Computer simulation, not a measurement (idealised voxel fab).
Process module in this document: voxel ribs on slabs
This is section cut - it's 180 nm across, gridded in 5 nm square cells.
Cross-section layout: square cells on a grid; listed as bands, top to bottom; a band spans one or more cell rows. Basically the band line says how high the top is and how high the bottom is, in nm, and then what's in it from left to right, every material with its width in nm. Empty space shows up as "blank", and if a single material carries "full width" it runs the full band edge to edge. The level at which height equals 0 is the one under which the wafer, as it arrives, is entirely one material. No lower edge exists for the bottom band, which continues downward and is notated as in "0 nm and below". A width given as "30->40" starts at the first number in the band's top row and ends at the second number in its bottom row, shifting by an equal amount at every step from row to row. What does "everything unchanged" mean for a step? It means no cell of the cross-section changed in that step. This entry, "Cavities, closed", enumerates those empty regions of no fewer than 8 cells that possess no open connection to the top. Each region is reported in the form width x height at distance, the distance being taken from the left edge, with all three quantities expressed in nm. Note: text after step settings on the step line = simulator remark on that step. "overlay nm" denotes, for a step that has a mask, the displacement of the mask to the right of its planned place, with negative values corresponding to the left.
Below is the list of planned process steps:
- 1: RECEIVE,material Si
- 2: DIRECTIONAL_DEP,material SiO2,thk nm 25
- 3: DIRECTIONAL_DEP,material polySi,thk nm 15
- 4: DIRECTIONAL_DEP,material aC,thk nm 10
- 5: PATTERN,tone cover,mask id RIB,material resist,width nm 20,thk nm 30,overlay nm 0
- 6: DIRECTIONAL_ETCH,etch materials aC,depth nm 10
- 7: STRIP,etch materials resist
- 8: DIRECTIONAL_ETCH,etch materials polySi,depth nm 10
- 9: STRIP,etch materials aC
- 10: PATTERN,tone cover,mask id SLAB,material resist,width nm 70,thk nm 15,overlay nm 0
- 11: DIRECTIONAL_ETCH,etch materials polySi,depth nm 5
- 12: STRIP,etch materials resist
- 13: FILL_DEP,material SiO2,thk nm 25
- 14: CMP,height nm 55
- 15: DIRECTIONAL_DEP,material TiN,thk nm 10
- 16: PATTERN,tone cover,mask id HEATER,material resist,width nm 30,thk nm 15,overlay nm 0
- 17: DIRECTIONAL_ETCH,etch materials TiN,depth nm 10
- 18: STRIP,etch materials resist
- 19: CONFORMAL_DEP,material SiN,thk nm 5
As-received state of the wafer in cross-section, equivalent to post-step 1:
> 0 nm and below  Si full width
> Cavities, closed: none
First of two wafers: cross-section at end of module, run per plan:
> 70 nm to 65 nm  blank=70 | SiN=40 | blank=70
> 65 nm to 60 nm  blank=70 | SiN=5 | TiN=30 | SiN=5 | blank=70
> 60 nm to 55 nm  SiN=75 | TiN=30 | SiN=75
> 55 nm to 40 nm  SiO2 full width
> 40 nm to 30 nm  SiO2=80 | polySi=20 | SiO2=80
> 30 nm to 25 nm  SiO2=55 | polySi=70 | SiO2=55
> 25 nm to 0 nm  SiO2 full width
> 0 nm and below  Si full width
> Cavities, closed: none
Second wafer cross-section at end of module - shared start and plan with the first, one mistake in the run:
> 70 nm to 65 nm  blank=70 | SiN=40 | blank=70
> 65 nm to 60 nm  blank=70 | SiN=5 | TiN=30 | SiN=5 | blank=70
> 60 nm to 55 nm  SiN=75 | TiN=30 | SiN=75
> 55 nm to 15 nm  SiO2 full width
> 15 nm to 0 nm  polySi full width
> 0 nm and below  Si full width
> Cavities, closed: none
Error vs. plan: steps 2 and 3 swapped
at the end the second wafer has, in cells: SiO2 -86; polySi +86
